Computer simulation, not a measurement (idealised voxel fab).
process module | voxel self aligned contacts
cross-section cut | 210 nm wide | cells 5 nm
A cross-section is a grid of square cells, given in bands from the top down. A band is one or more rows of cells.
Each band's line starts with the height of the band's top and of its bottom, in nm. Then come its materials from left to right, each with its width in nm. One material with "throughout" fills the band from edge to edge. "air" is empty space.
Height 0 is the level under which the wafer as received is all one material. The lowest band goes on downwards, as in "0 down".
A width such as "30 to 40" changes by the same amount from each row of cells to the next, from the band's top row to its bottom row.
"no change" after a step means that no cell of the cross-section changed.
closed voids: empty space of 8 cells or more with no open way to the top, each as width x height at its distance from the left edge, in nm
after a step's settings: what the simulator itself notes on the step
overlay nm, on a step with a mask: how far to the right of its planned place the mask lay; to the left if negative
plan
1 op RECEIVE | material Si
2 op CONFORMAL_DEP | material SiO2 | thk nm 5
3 op DIRECTIONAL_DEP | material polySi | thk nm 30
4 op DIRECTIONAL_DEP | material SiN | thk nm 20
5 op PATTERN | tone cover | mask id GATE | material resist | width nm 30 | pitch nm 55 | thk nm 15 | overlay nm 0
6 op DIRECTIONAL_ETCH | etch materials SiN | depth nm 20
7 op DIRECTIONAL_ETCH | etch materials polySi | depth nm 30
8 op STRIP | etch materials resist
9 op CONFORMAL_DEP | material SiN | thk nm 5
10 op DIRECTIONAL_ETCH | etch materials SiN | depth nm 5
11 op FILL_DEP | material SiO2 | thk nm 15
12 op CMP | height nm 60
13 op MASKED_ETCH | tone open | mask id CONTACT | width nm 25 | pitch nm 55 | etch materials SiO2 | depth nm 60 | overlay nm 0
14 op CONFORMAL_DEP | material TiN | thk nm 5
15 op FILL_DEP | material W | thk nm 5
16 op CMP | height nm 60
17 op CONFORMAL_DEP | material SiCN | thk nm 5
varied across the wafers: width nm of step 13. The plan shows the first wafer's value. All wafers start alike
first wafer as received, after step 1
  0 down: Si throughout
  closed voids: none
each wafer at the end: cells of each material gained (+) or lost (-) since it was received, then its closed voids
width nm 25 | +42 SiCN | +132 SiN | +188 SiO2 | +54 TiN | +22 W | +108 polySi | closed voids: none
width nm 30 | +42 SiCN | +132 SiN | +186 SiO2 | +56 TiN | +22 W | +108 polySi | closed voids: none
width nm 35 | +42 SiCN | +132 SiN | +184 SiO2 | +58 TiN | +22 W | +108 polySi | closed voids: none
width nm 40 | +42 SiCN | +132 SiN | +182 SiO2 | +60 TiN | +22 W | +108 polySi | closed voids: none
